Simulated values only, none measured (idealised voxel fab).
The process module presented herein is designated voxel ribs on slabs.
We display cut, a cross-section 260 nm in width whose square cells are each 5 nm.
The cross-sections in this document take the form of a grid made of square cells. They are written out as bands, in order from top to bottom. Each band consists of one or more rows of cells. Heads up on the band format: heights come first, top then bottom, in nm. After that it's the materials left to right, each with its width in nm. A single material flagged "full width" fills the whole band edge to edge, and "blank" means there's empty space there. Where do heights start? At 0: under that level the wafer as delivered is made of one material only. And the lowest band has no floor; it just carries on downward, as in "0 and below". The two numbers in a width such as "30 to 40" mark its ends across the band: the first belongs to the top row of cells, the second to the bottom row, and from each row to the next the width moves by the same amount. Step marked "no modifications"? Then no cell in the cross-section changed in it. What "Enclosed void entries" gives you is every empty space of 8 cells or more that is cut off from the top. Each appears as width x height at distance, with the distance taken from the left edge and width, height and distance all in nm. Text after the settings on a step's line: the simulator's own remark on that step. The optional step-line setting "overlay nm" applies to steps with a mask and quantifies how far to the right of its planned location the mask lay, a negative value indicating leftward placement.
-- Intended process steps
step 1: RECEIVE: material Si
step 2: DIRECTIONAL_DEP: material SiO2, thk nm 20
step 3: DIRECTIONAL_DEP: material SiN, thk nm 15
step 4: DIRECTIONAL_DEP: material aC, thk nm 10
step 5: PATTERN: tone cover, mask id RIB, material resist, width nm 20, thk nm 25, overlay nm 0
step 6: DIRECTIONAL_ETCH: etch materials aC, depth nm 10
step 7: STRIP: etch materials resist
step 8: DIRECTIONAL_ETCH: etch materials SiN, depth nm 10
step 9: STRIP: etch materials aC
step 10: MASKED_ETCH: tone cover, mask id SLAB, width nm 70, etch materials SiN, depth nm 5, overlay nm 0
step 11: FILL_DEP: material SiO2, thk nm 20
step 12: CMP: height nm 45
step 13: DIRECTIONAL_DEP: material TiN, thk nm 10
step 14: PATTERN: tone cover, mask id HEATER, material resist, width nm 30, thk nm 15, overlay nm -15
step 15: DIRECTIONAL_ETCH: etch materials TiN, depth nm 10
step 16: STRIP: etch materials resist
step 17: CONFORMAL_DEP: material SiO2, thk nm 10
Don't read the plan's overlay nm for step 14 as applying to every wafer: that's the first wafer's value, and the wafers differ in it, though they all start identical.
-- Cross-section, first of several wafers, as delivered after step 1
- 0 and below | Si full width
- Enclosed void entries: none
-- Quick look at the cross-section of the first of several wafers after step 17, which wraps up the module
- 65 down to 55 | 90 nm blank; 50 nm SiO2; 120 nm blank
- 55 down to 45 | 100 nm SiO2; 30 nm TiN; 130 nm SiO2
- 45 down to 35 | SiO2 full width
- 35 down to 25 | 120 nm SiO2; 20 nm SiN; 120 nm SiO2
- 25 down to 20 | 95 nm SiO2; 70 nm SiN; 95 nm SiO2
- 20 down to 0 | SiO2 full width
- 0 and below | Si full width
- Enclosed void entries: none
-- last wafer at the end
- 65 down to 55 | 120 nm blank; 50 nm SiO2; 90 nm blank
- 55 down to 45 | 130 nm SiO2; 30 nm TiN; 100 nm SiO2
- 45 down to 35 | SiO2 full width
- 35 down to 25 | 120 nm SiO2; 20 nm SiN; 120 nm SiO2
- 25 down to 20 | 95 nm SiO2; 70 nm SiN; 95 nm SiO2
- 20 down to 0 | SiO2 full width
- 0 and below | Si full width
- Enclosed void entries: none
-- Note: the following table is arranged by wafer, a row apiece. Each row reports the end-of-module state: per material, cells gained (+) or cells lost (-) compared with the wafer as received; closed voids follow
overlay nm -15; +22 SiN; +558 SiO2; +12 TiN; Enclosed void entries: none
overlay nm -10; +22 SiN; +558 SiO2; +12 TiN; Enclosed void entries: none
overlay nm -5; +22 SiN; +558 SiO2; +12 TiN; Enclosed void entries: none
overlay nm 0; +22 SiN; +558 SiO2; +12 TiN; Enclosed void entries: none
overlay nm 5; +22 SiN; +558 SiO2; +12 TiN; Enclosed void entries: none
overlay nm 10; +22 SiN; +558 SiO2; +12 TiN; Enclosed void entries: none
overlay nm 15; +22 SiN; +558 SiO2; +12 TiN; Enclosed void entries: none
